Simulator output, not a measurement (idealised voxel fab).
The document below concerns the process module designated voxel capacitor over wiring.
270 nm wide, 5 nm square cells: that's cross-section cut.
Cross-section spec: square-cell grid; bands listed top down; each band is one or more rows. Read a band's entry like this: the first values are the height of its top and the height of its bottom in nm, and what follows is the sequence of materials from left to right, each with its width in nm. Note that "blank" is empty space, and that a single material marked "everywhere" reaches across the band from edge to edge. Ref level 0: as-received wafer is one material below here. Bottom band extends down with no lower bound ("z 0 and below"). Top row gets the first number, bottom row gets the second, and each row in between changes by the same step: that is how a band width like "30 to 40" works. The designation "everything unchanged", where it is given for a processing step, indicates that no cell of the cross-section was altered in the course of that step. "Enclosed voids" specifies each empty space that is not open to the top and that occupies no fewer than 8 cells, using the form width x height at distance, the distance measured from the left edge and all three quantities in nm. Post-settings text on a step line: simulator's own remark regarding the step. When a step includes a mask, the "overlay nm" setting on its line states how far to the right of its planned place that mask lay, and negative values state how far to the left.

-- So here's the lineup of process steps we planned
1,RECEIVE,material Si
2,CONFORMAL_DEP,material SiO2,thk nm 15
3,CONFORMAL_DEP,material SiCN,thk nm 5
4,DIRECTIONAL_DEP,material SiO2,thk nm 20
5,PATTERN,tone open,mask id METAL_1,material resist,width nm 30,pitch nm 80,thk nm 20,overlay nm 0
6,DIRECTIONAL_ETCH,etch materials SiO2,depth nm 20
7,DIRECTIONAL_ETCH,etch materials SiCN,depth nm 5
8,STRIP,etch materials resist
9,CONFORMAL_DEP,material TiN,thk nm 5
10,FILL_DEP,material Cu,thk nm 5
11,CMP,height nm 40
12,EPI,material Ru,thk nm 5
13,FILL_DEP,material SiCN,thk nm 5
14,DIRECTIONAL_DEP,material lowk,thk nm 20
15,PATTERN,tone open,mask id PLUG_1,material resist,width nm 15,thk nm 15,overlay nm 0
16,DIRECTIONAL_ETCH,etch materials lowk,depth nm 20
17,DIRECTIONAL_ETCH,etch materials SiCN,depth nm 5
18,STRIP,etch materials resist
19,EPI,material Ru,thk nm 10
20,EPI,material Ru,thk nm 10
21,EPI,material Ru,thk nm 5
22,DIRECTIONAL_DEP,material TiN,thk nm 5
23,DIRECTIONAL_DEP,material Al2O3,thk nm 5
24,DIRECTIONAL_DEP,material TiN,thk nm 10
25,DIRECTIONAL_DEP,material aC,thk nm 15
26,PATTERN,tone cover,mask id UPPER_PLATE,material resist,width nm 55,thk nm 35,overlay nm 0
27,DIRECTIONAL_ETCH,etch materials aC,depth nm 15
28,STRIP,etch materials resist
29,DIRECTIONAL_ETCH,etch materials TiN,depth nm 10
30,DIRECTIONAL_ETCH,etch materials Al2O3,depth nm 5
31,STRIP,etch materials aC
32,MASKED_ETCH,tone cover,mask id LOWER_PLATE,width nm 65,etch materials TiN,depth nm 5,overlay nm 0
33,FILL_DEP,material SiO2,thk nm 20
34,CMP,height nm 105
35,PATTERN,tone open,mask id PLUG_2,material resist,width nm 15,thk nm 15,overlay nm 0
36,DIRECTIONAL_ETCH,etch materials SiO2,depth nm 15
37,STRIP,etch materials resist
38,CONFORMAL_DEP,material TiN,thk nm 5
39,FILL_DEP,material W,thk nm 10
40,CMP,height nm 105
41,CONFORMAL_DEP,material SiN,thk nm 5

-- On the first of the two wafers: run conducted according to plan

-- Cross-section of the wafer as it came to us, i.e., already through step 1
    z 0 and below = Si everywhere
    Enclosed voids: none

-- Presented here is a cross-section of the wafer after step 2 has been performed
    z 15 to 0 = SiO2 everywhere
    Everything under 0 stays put, no change at all.

-- Presented here is a cross-section of the wafer after step 3 has been performed
    z 20 to 15 = SiCN everywhere
    Everything under 15 stays put, no change at all.

-- Presented here is a cross-section of the wafer after step 4 has been performed
    z 40 to 20 = SiO2 everywhere
    Everything under 20 stays put, no change at all.

-- Presented here is a cross-section of the wafer after step 5 has been performed
    z 60 to 40 = resist: 80, then blank: 30, then resist: 50, then blank: 30, then resist: 80
    Everything under 40 stays put, no change at all.

-- Presented here is a cross-section of the wafer after step 6 has been performed
    z 60 to 40 = resist: 80, then blank: 30, then resist: 50, then blank: 30, then resist: 80
    z 40 to 20 = SiO2: 80, then blank: 30, then SiO2: 50, then blank: 30, then SiO2: 80
    Everything under 20 stays put, no change at all.

-- Presented here is a cross-section of the wafer after step 7 has been performed
    z 60 to 40 = resist: 80, then blank: 30, then resist: 50, then blank: 30, then resist: 80
    z 40 to 20 = SiO2: 80, then blank: 30, then SiO2: 50, then blank: 30, then SiO2: 80
    z 20 to 15 = SiCN: 80, then blank: 30, then SiCN: 50, then blank: 30, then SiCN: 80
    Everything under 15 stays put, no change at all.

-- Presented here is a cross-section of the wafer after step 8 has been performed
    z 40 to 20 = SiO2: 80, then blank: 30, then SiO2: 50, then blank: 30, then SiO2: 80
    Everything under 20 stays put, no change at all.

-- Presented here is a cross-section of the wafer after step 9 has been performed
    z 45 to 40 = TiN: 85, then blank: 20, then TiN: 60, then blank: 20, then TiN: 85
    z 40 to 20 = SiO2: 80, then TiN: 5, then blank: 20, then TiN: 5, then SiO2: 50, then TiN: 5, then blank: 20, then TiN: 5, then SiO2: 80
    z 20 to 15 = SiCN: 80, then TiN: 30, then SiCN: 50, then TiN: 30, then SiCN: 80
    Everything under 15 stays put, no change at all.

-- Presented here is a cross-section of the wafer after step 10 has been performed
    z 50 to 45 = Cu everywhere
    z 45 to 40 = TiN: 85, then Cu: 20, then TiN: 60, then Cu: 20, then TiN: 85
    z 40 to 20 = SiO2: 80, then TiN: 5, then Cu: 20, then TiN: 5, then SiO2: 50, then TiN: 5, then Cu: 20, then TiN: 5, then SiO2: 80
    Everything under 20 stays put, no change at all.

-- Presented here is a cross-section of the wafer after step 11 has been performed
    z 40 to 20 = SiO2: 80, then TiN: 5, then Cu: 20, then TiN: 5, then SiO2: 50, then TiN: 5, then Cu: 20, then TiN: 5, then SiO2: 80
    Everything under 20 stays put, no change at all.

-- Presented here is a cross-section of the wafer after step 12 has been performed
    z 45 to 40 = blank: 75, then Ru: 40, then blank: 40, then Ru: 40, then blank: 75
    Everything under 40 stays put, no change at all.

-- Presented here is a cross-section of the wafer after step 13 has been performed
    z 50 to 45 = SiCN everywhere
    z 45 to 40 = SiCN: 75, then Ru: 40, then SiCN: 40, then Ru: 40, then SiCN: 75
    Everything under 40 stays put, no change at all.

-- Presented here is a cross-section of the wafer after step 14 has been performed
    z 70 to 50 = lowk everywhere
    Everything under 50 stays put, no change at all.

-- Presented here is a cross-section of the wafer after step 15 has been performed
    z 85 to 70 = resist: 95, then blank: 15, then resist: 160
    Everything under 70 stays put, no change at all.

-- Presented here is a cross-section of the wafer after step 16 has been performed
    z 85 to 70 = resist: 95, then blank: 15, then resist: 160
    z 70 to 50 = lowk: 95, then blank: 15, then lowk: 160
    Everything under 50 stays put, no change at all.

-- Presented here is a cross-section of the wafer after step 17 has been performed
    z 85 to 70 = resist: 95, then blank: 15, then resist: 160
    z 70 to 50 = lowk: 95, then blank: 15, then lowk: 160
    z 50 to 45 = SiCN: 95, then blank: 15, then SiCN: 160
    Everything under 45 stays put, no change at all.

-- Presented here is a cross-section of the wafer after step 18 has been performed
    z 70 to 50 = lowk: 95, then blank: 15, then lowk: 160
    Everything under 50 stays put, no change at all.

-- Presented here is a cross-section of the wafer after step 19 has been performed
    z 70 to 55 = lowk: 95, then blank: 15, then lowk: 160
    z 55 to 50 = lowk: 95, then Ru: 15, then lowk: 160
    z 50 to 45 = SiCN: 95, then Ru: 15, then SiCN: 160
    Everything under 45 stays put, no change at all.

-- Presented here is a cross-section of the wafer after step 20 has been performed
    z 70 to 65 = lowk: 95, then blank: 15, then lowk: 160
    z 65 to 50 = lowk: 95, then Ru: 15, then lowk: 160
    Everything under 50 stays put, no change at all.

-- Presented here is a cross-section of the wafer after step 21 has been performed
    z 70 to 50 = lowk: 95, then Ru: 15, then lowk: 160
    Everything under 50 stays put, no change at all.

-- Presented here is a cross-section of the wafer after step 22 has been performed
    z 75 to 70 = TiN everywhere
    Everything under 70 stays put, no change at all.

-- Presented here is a cross-section of the wafer after step 23 has been performed
    z 80 to 75 = Al2O3 everywhere
    Everything under 75 stays put, no change at all.

-- Presented here is a cross-section of the wafer after step 24 has been performed
    z 90 to 80 = TiN everywhere
    Everything under 80 stays put, no change at all.

-- Presented here is a cross-section of the wafer after step 25 has been performed
    z 105 to 90 = aC everywhere
    Everything under 90 stays put, no change at all.

-- Presented here is a cross-section of the wafer after step 26 has been performed
    z 140 to 105 = blank: 95, then resist: 55, then blank: 120
    Everything under 105 stays put, no change at all.

-- Presented here is a cross-section of the wafer after step 27 has been performed
    z 125 to 105 = blank: 95, then resist: 55, then blank: 120
    z 105 to 90 = blank: 95, then aC: 55, then blank: 120
    Everything under 90 stays put, no change at all.

-- Presented here is a cross-section of the wafer after step 28 has been performed
    z 105 to 90 = blank: 95, then aC: 55, then blank: 120
    Everything under 90 stays put, no change at all.

-- Presented here is a cross-section of the wafer after step 29 has been performed
    z 105 to 90 = blank: 95, then aC: 55, then blank: 120
    z 90 to 80 = blank: 95, then TiN: 55, then blank: 120
    Everything under 80 stays put, no change at all.

-- Presented here is a cross-section of the wafer after step 30 has been performed
    z 105 to 90 = blank: 95, then aC: 55, then blank: 120
    z 90 to 80 = blank: 95, then TiN: 55, then blank: 120
    z 80 to 75 = blank: 95, then Al2O3: 55, then blank: 120
    Everything under 75 stays put, no change at all.

-- Presented here is a cross-section of the wafer after step 31 has been performed
    z 90 to 80 = blank: 95, then TiN: 55, then blank: 120
    Everything under 80 stays put, no change at all.

-- Presented here is a cross-section of the wafer after step 32 has been performed
    z 90 to 80 = blank: 95, then TiN: 55, then blank: 120
    z 80 to 75 = blank: 95, then Al2O3: 55, then blank: 120
    z 75 to 70 = blank: 90, then TiN: 65, then blank: 115
    Everything under 70 stays put, no change at all.

-- Presented here is a cross-section of the wafer after step 33 has been performed
    z 110 to 90 = SiO2 everywhere
    z 90 to 80 = SiO2: 95, then TiN: 55, then SiO2: 120
    z 80 to 75 = SiO2: 95, then Al2O3: 55, then SiO2: 120
    z 75 to 70 = SiO2: 90, then TiN: 65, then SiO2: 115
    Everything under 70 stays put, no change at all.

-- Presented here is a cross-section of the wafer after step 34 has been performed
    z 105 to 90 = SiO2 everywhere
    Everything under 90 stays put, no change at all.

-- Presented here is a cross-section of the wafer after step 35 has been performed
    z 120 to 105 = resist: 105, then blank: 15, then resist: 150
    Everything under 105 stays put, no change at all.

-- Presented here is a cross-section of the wafer after step 36 has been performed
    z 120 to 105 = resist: 105, then blank: 15, then resist: 150
    z 105 to 90 = SiO2: 105, then blank: 15, then SiO2: 150
    Everything under 90 stays put, no change at all.

-- Presented here is a cross-section of the wafer after step 37 has been performed
    z 105 to 90 = SiO2: 105, then blank: 15, then SiO2: 150
    Everything under 90 stays put, no change at all.

-- Presented here is a cross-section of the wafer after step 38 has been performed
    z 110 to 105 = TiN: 110, then blank: 5, then TiN: 155
    z 105 to 95 = SiO2: 105, then TiN: 5, then blank: 5, then TiN: 5, then SiO2: 150
    z 95 to 90 = SiO2: 105, then TiN: 15, then SiO2: 150
    Everything under 90 stays put, no change at all.

-- Presented here is a cross-section of the wafer after step 39 has been performed
    z 120 to 110 = W everywhere
    z 110 to 105 = TiN: 110, then W: 5, then TiN: 155
    z 105 to 95 = SiO2: 105, then TiN: 5, then W: 5, then TiN: 5, then SiO2: 150
    Everything under 95 stays put, no change at all.

-- Presented here is a cross-section of the wafer after step 40 has been performed
    z 105 to 95 = SiO2: 105, then TiN: 5, then W: 5, then TiN: 5, then SiO2: 150
    Everything under 95 stays put, no change at all.

-- Presented here is a cross-section of the wafer after step 41 has been performed
    z 110 to 105 = SiN everywhere
    Everything under 105 stays put, no change at all.

-- Wafer two. Identical start, identical plan. One mistake in execution. Identical history through step 13

-- What the second wafer looks like in cross-section when step 14 should have wrapped up
    z 90 to 50 = lowk everywhere
    Everything under 50 stays put, no change at all.

-- What the second wafer looks like in cross-section when step 15 should have wrapped up
    z 105 to 90 = resist: 95, then blank: 15, then resist: 160
    Everything under 90 stays put, no change at all.

-- What the second wafer looks like in cross-section when step 16 should have wrapped up
    z 105 to 90 = resist: 95, then blank: 15, then resist: 160
    z 90 to 70 = lowk: 95, then blank: 15, then lowk: 160
    Everything under 70 stays put, no change at all.

What the second wafer looks like in cross-section when step 17 should have wrapped up: everything unchanged

-- What the second wafer looks like in cross-section when step 18 should have wrapped up
    z 90 to 70 = lowk: 95, then blank: 15, then lowk: 160
    Everything under 70 stays put, no change at all.

What the second wafer looks like in cross-section when step 19 should have wrapped up: everything unchanged

What the second wafer looks like in cross-section when step 20 should have wrapped up: everything unchanged

What the second wafer looks like in cross-section when step 21 should have wrapped up: everything unchanged

-- What the second wafer looks like in cross-section when step 22 should have wrapped up
    z 95 to 90 = TiN: 95, then blank: 15, then TiN: 160
    z 90 to 75 = lowk: 95, then blank: 15, then lowk: 160
    z 75 to 70 = lowk: 95, then TiN: 15, then lowk: 160
    Everything under 70 stays put, no change at all.

-- What the second wafer looks like in cross-section when step 23 should have wrapped up
    z 100 to 95 = Al2O3: 95, then blank: 15, then Al2O3: 160
    z 95 to 90 = TiN: 95, then blank: 15, then TiN: 160
    z 90 to 80 = lowk: 95, then blank: 15, then lowk: 160
    z 80 to 75 = lowk: 95, then Al2O3: 15, then lowk: 160
    Everything under 75 stays put, no change at all.

-- What the second wafer looks like in cross-section when step 24 should have wrapped up
    z 110 to 100 = TiN: 95, then blank: 15, then TiN: 160
    z 100 to 95 = Al2O3: 95, then blank: 15, then Al2O3: 160
    z 95 to 90 = TiN: 95, then blank: 15, then TiN: 160
    z 90 to 80 = lowk: 95, then TiN: 15, then lowk: 160
    Everything under 80 stays put, no change at all.

-- What the second wafer looks like in cross-section when step 25 should have wrapped up
    z 125 to 110 = aC: 95, then blank: 15, then aC: 160
    z 110 to 105 = TiN: 95, then blank: 15, then TiN: 160
    z 105 to 100 = TiN: 95, then aC: 15, then TiN: 160
    z 100 to 95 = Al2O3: 95, then aC: 15, then Al2O3: 160
    z 95 to 90 = TiN: 95, then aC: 15, then TiN: 160
    Everything under 90 stays put, no change at all.

-- What the second wafer looks like in cross-section when step 26 should have wrapped up
    z 160 to 125 = blank: 95, then resist: 55, then blank: 120
    z 125 to 110 = aC: 95, then resist: 15, then aC: 160
    z 110 to 105 = TiN: 95, then resist: 15, then TiN: 160
    Everything under 105 stays put, no change at all.

-- What the second wafer looks like in cross-section when step 27 should have wrapped up
    z 145 to 125 = blank: 95, then resist: 55, then blank: 120
    z 125 to 110 = blank: 95, then resist: 15, then aC: 40, then blank: 120
    Everything under 110 stays put, no change at all.

-- What the second wafer looks like in cross-section when step 28 should have wrapped up
    z 125 to 110 = blank: 110, then aC: 40, then blank: 120
    z 110 to 105 = TiN: 95, then blank: 15, then TiN: 160
    Everything under 105 stays put, no change at all.

-- What the second wafer looks like in cross-section when step 29 should have wrapped up
    z 125 to 110 = blank: 110, then aC: 40, then blank: 120
    z 110 to 105 = blank: 110, then TiN: 40, then blank: 120
    z 105 to 100 = blank: 95, then aC: 15, then TiN: 40, then blank: 120
    Everything under 100 stays put, no change at all.

-- What the second wafer looks like in cross-section when step 30 should have wrapped up
    z 125 to 110 = blank: 110, then aC: 40, then blank: 120
    z 110 to 105 = blank: 110, then TiN: 40, then blank: 120
    z 105 to 100 = blank: 95, then aC: 15, then TiN: 40, then blank: 120
    z 100 to 95 = blank: 95, then aC: 15, then Al2O3: 40, then blank: 120
    Everything under 95 stays put, no change at all.

-- What the second wafer looks like in cross-section when step 31 should have wrapped up
    z 110 to 100 = blank: 110, then TiN: 40, then blank: 120
    z 100 to 95 = blank: 110, then Al2O3: 40, then blank: 120
    z 95 to 90 = TiN: 95, then blank: 15, then TiN: 160
    Everything under 90 stays put, no change at all.

-- What the second wafer looks like in cross-section when step 32 should have wrapped up
    z 110 to 100 = blank: 110, then TiN: 40, then blank: 120
    z 100 to 95 = blank: 110, then Al2O3: 40, then blank: 120
    z 95 to 90 = blank: 90, then TiN: 5, then blank: 15, then TiN: 45, then blank: 115
    Everything under 90 stays put, no change at all.

-- What the second wafer looks like in cross-section when step 33 should have wrapped up
    z 130 to 110 = SiO2 everywhere
    z 110 to 100 = SiO2: 110, then TiN: 40, then SiO2: 120
    z 100 to 95 = SiO2: 110, then Al2O3: 40, then SiO2: 120
    z 95 to 90 = SiO2: 90, then TiN: 5, then SiO2: 15, then TiN: 45, then SiO2: 115
    Everything under 90 stays put, no change at all.

-- What the second wafer looks like in cross-section when step 34 should have wrapped up
    z 105 to 100 = SiO2: 110, then TiN: 40, then SiO2: 120
    Everything under 100 stays put, no change at all.

-- What the second wafer looks like in cross-section when step 35 should have wrapped up
    z 120 to 105 = resist: 105, then blank: 15, then resist: 150
    Everything under 105 stays put, no change at all.

-- What the second wafer looks like in cross-section when step 36 should have wrapped up
    z 120 to 105 = resist: 105, then blank: 15, then resist: 150
    z 105 to 100 = SiO2: 105, then blank: 5, then TiN: 40, then SiO2: 120
    z 100 to 95 = SiO2: 105, then blank: 5, then Al2O3: 40, then SiO2: 120
    z 95 to 90 = SiO2: 90, then TiN: 5, then SiO2: 10, then blank: 5, then TiN: 45, then SiO2: 115
    Everything under 90 stays put, no change at all.

-- What the second wafer looks like in cross-section when step 37 should have wrapped up
    z 105 to 100 = SiO2: 105, then blank: 5, then TiN: 40, then SiO2: 120
    Everything under 100 stays put, no change at all.

-- What the second wafer looks like in cross-section when step 38 should have wrapped up
    z 110 to 105 = TiN everywhere
    z 105 to 100 = SiO2: 105, then TiN: 45, then SiO2: 120
    z 100 to 95 = SiO2: 105, then TiN: 5, then Al2O3: 40, then SiO2: 120
    z 95 to 90 = SiO2: 90, then TiN: 5, then SiO2: 10, then TiN: 50, then SiO2: 115
    Everything under 90 stays put, no change at all.

-- What the second wafer looks like in cross-section when step 39 should have wrapped up
    z 120 to 110 = W everywhere
    Everything under 110 stays put, no change at all.

-- What the second wafer looks like in cross-section when step 40 should have wrapped up
    z 105 to 100 = SiO2: 105, then TiN: 45, then SiO2: 120
    Everything under 100 stays put, no change at all.

-- What the second wafer looks like in cross-section when step 41 should have wrapped up
    z 110 to 105 = SiN everywhere
    Everything under 105 stays put, no change at all.
Nonconformance to the process plan: the plan's step 14 ran twice
FYI, end of process, the second wafer has more or fewer cells of some materials than the first: Ru: 15 fewer | SiCN: 3 more | SiO2: 190 fewer | TiN: 12 fewer | W: 2 fewer | lowk: 216 more
